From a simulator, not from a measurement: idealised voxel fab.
Process module name: voxel fin reveal
The figure presents cross-section cut, which has a width of 275 nm and is divided into square cells with an edge length of 5 nm.
Reading order for cross-sections: top band down to bottom band. Underlying form: a grid of square cells. Band size: one or more rows of cells.
Basically the band line says how high the top is and how high the bottom is, in nm, and then what's in it from left to right, every material with its width in nm. Empty space shows up as "empty", and if a single material carries "all across" it runs the full band edge to edge.
Height reference: 0 = level under which incoming wafer is all one material. Lowest band: no bottom, runs on downward, e.g. "0 nm and below".
Top row gets the first number, bottom row gets the second, and each row in between changes by the same step: that is how a band width like "30..40" works.
Any step labelled "no modifications" changed none of the cells in the cross-section.
"Closed internal voids" - sealed voids, min. 8 cells, no opening to top; format: width x height at distance (distance from left edge; nm throughout).
It should be noted that, on the line of a given step, the content following the step's settings is a remark produced by the simulator itself with respect to that step.
overlay nm: mask offset rightward from planned place, masked step; negative means leftward offset.

**This section lists the process steps that were planned**
| 1 | RECEIVE [material Si] |
| 2 | CONFORMAL_DEP [material SiN] [thk nm 5] |
| 3 | PATTERN [tone cover] [mask id FINS] [material resist] [width nm 15] [pitch nm 35] [thk nm 20] [overlay nm 0] |
| 4 | DIRECTIONAL_ETCH [etch materials SiN] [depth nm 5] |
| 5 | DIRECTIONAL_ETCH [etch materials Si] [depth nm 40] |
| 6 | STRIP [etch materials resist] |
| 7 | OXIDIZE [depth nm 5] |
| 8 | FILL_DEP [material SiO2] [thk nm 15] |
| 9 | CMP [height nm 5] |
| 10 | SELECTIVE_ETCH [etch materials SiO2] [depth nm 35] |
| 11 | STRIP [etch materials SiN] |

**Received-state cross-section, reflecting completion of step 1**
- 0 nm and below = Si all across
- Closed internal voids: none

**Final wafer profile in cross-section after the module, from the same start and plan as above, with one mistake made during processing**
- 0 nm to -30 nm = empty=115; Si=10; empty=25; Si=10; empty=115
- -30 nm to -45 nm = SiO2=115; Si=10; SiO2=25; Si=10; SiO2=115
- -45 nm and below = Si all across
- Closed internal voids: none
Error vs. plan: in deviation from the planned setting, step 3 was conducted as PATTERN [tone cover] [mask id FINS] [material resist] [width nm 20] [pitch nm 35] [thk nm 20] [overlay nm 0]
